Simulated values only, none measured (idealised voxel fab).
Title: Process Module voxel plated lines
The width of the displayed cross-section, cut, is 230 nm; its cells are square, with a size of 5 nm.
How to read a cross-section here: the picture is a grid of square cells, written as bands going from the top down, and any band can span one or more rows of cells.
The entry gives the band's vertical extent as a top height and a bottom height in nm, then its horizontal make-up as materials from left to right, each with a width in nm. "empty" stands for empty space; a single material marked "throughout" fills the band edge to edge.
Height is counted from the level 0, under which the received wafer is composed throughout of one material. The lowest of the bands is not closed at the bottom but continues downward, in the notation "0 nm and below".
When a width is written as two numbers, as in "30 to 40", the first number is the width in the top row of cells of the band and the second is the width in its bottom row, and the width changes by the same amount from each row to the next.
The designation "remains unaltered", where it is given for a processing step, indicates that no cell of the cross-section was altered in the course of that step.
Reported under the label "Enclosed void listing" are the empty spaces having no open way to the top and comprising 8 cells or more; the notation for each is width x height at distance, in which the distance is measured from the left edge and all three values are in nm.
Read whatever lies past the settings on a step's line as the simulator's own remark about the step.
Steps that use a mask can have "overlay nm" on their line. It says how far the mask sat to the right of where it was meant to be. Negative means to the left.
Planned step list for the process:
step 1: RECEIVE: material Si
step 2: CONFORMAL_DEP: material SiN, thk nm 15
step 3: DIRECTIONAL_DEP: material TiN, thk nm 5
step 4: PATTERN: tone open, mask id LINES, material resist, width nm 15, pitch nm 35, thk nm 20, overlay nm 0
step 5: EPI: material Ru, thk nm 5
step 6: STRIP: etch materials resist
step 7: DIRECTIONAL_ETCH: etch materials TiN, depth nm 5
step 8: CONFORMAL_DEP: material SiN, thk nm 10
Incoming wafer, cross-sectional view, post step 1:
* 0 nm and below  Si throughout
* Enclosed void listing: none
End-of-module cross-section. Starting structure and process plan as above; one mistake made in running it:
* 30 nm to 20 nm  SiN throughout
* 20 nm to 15 nm  TiN throughout
* 15 nm to 0 nm  SiN throughout
* 0 nm and below  Si throughout
* Enclosed void listing: none
What broke from the plan during processing? step 7 was run on a setting that differed from the plan, and what really ran there is DIRECTIONAL_ETCH: etch materials Ru, depth nm 5
